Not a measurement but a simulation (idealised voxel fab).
Process module, titled voxel fin reveal
Each square cell in cross-section cut measures 5 nm, and the section as a whole is 245 nm wide.
When this document writes out a cross-section, it uses a grid of square cells and lists it as bands, beginning at the top and moving down, with a band standing for one or more rows of cells. Top, bottom (nm), then materials left to right with widths (nm); lone material tagged "throughout" fills the whole band edge to edge; "empty" = empty space. Height datum 0, below which the as-received substrate wafer is one material. Lowest band open at the bottom, running downward: "0..down". Top row gets the first number, bottom row gets the second, and each row in between changes by the same step: that is how a band width like "30..40" works. Step note "everything unchanged" = no cross-section cell changed. The label "Closed cavity list" introduces a list of the empty spaces, 8 cells or larger, that have no open way up to the top; each entry in it reads width x height at distance, where the distance is taken from the left edge and all three are stated in nm. What comes after the settings on a step's line is commentary from the simulator itself on that step. Among the settings permitted on a step's line is "overlay nm"; applied to a step with a mask, it specifies the extent to which the mask lay to the right of its planned position, whereas a negative figure signifies a position to the left.

Plan
1) RECEIVE with material Si
2) CONFORMAL_DEP with material SiN, thk nm 10
3) PATTERN with tone cover, mask id FINS, material resist, width nm 15, pitch nm 45, thk nm 15, overlay nm 0
4) DIRECTIONAL_ETCH with etch materials SiN, depth nm 10
5) DIRECTIONAL_ETCH with etch materials Si, depth nm 35
6) STRIP with etch materials resist
7) OXIDIZE with depth nm 5
8) FILL_DEP with material SiO2, thk nm 5
9) CMP with height nm 10
10) SELECTIVE_ETCH with etch materials SiO2, depth nm 25
11) STRIP with etch materials SiN
12) CONFORMAL_DEP with material SiO2, thk nm 5

As-received state of the wafer in cross-section, equivalent to post-step 1
0..down | Si throughout
Closed cavity list: none

As-planned run: cross-section of the first of two wafers at end of module
5..0 | empty 45 / SiO2 15 / empty 30 / SiO2 15 / empty 30 / SiO2 15 / empty 30 / SiO2 15 / empty 50
0..-10 | empty 45 / SiO2 5 / Si 5 / SiO2 5 / empty 30 / SiO2 5 / Si 5 / SiO2 5 / empty 30 / SiO2 5 / Si 5 / SiO2 5 / empty 30 / SiO2 5 / Si 5 / SiO2 5 / empty 50
-10..-40 | SiO2 50 / Si 5 / SiO2 40 / Si 5 / SiO2 40 / Si 5 / SiO2 40 / Si 5 / SiO2 55
-40..down | Si throughout
Closed cavity list: none

Wafer two cross-section, module end. Start and plan unchanged from wafer one; one mistake made during the run
0..-15 | empty 50 / Si 5 / empty 40 / Si 5 / empty 40 / Si 5 / empty 40 / Si 5 / empty 55
-15..-40 | SiO2 50 / Si 5 / SiO2 40 / Si 5 / SiO2 40 / Si 5 / SiO2 40 / Si 5 / SiO2 55
-40..down | Si throughout
Closed cavity list: none
Short version of what went wrong: plan step 12 skipped
Wrapping up, a cell-based count of both wafers puts the second over or under the first for these materials: 73 fewer of SiO2
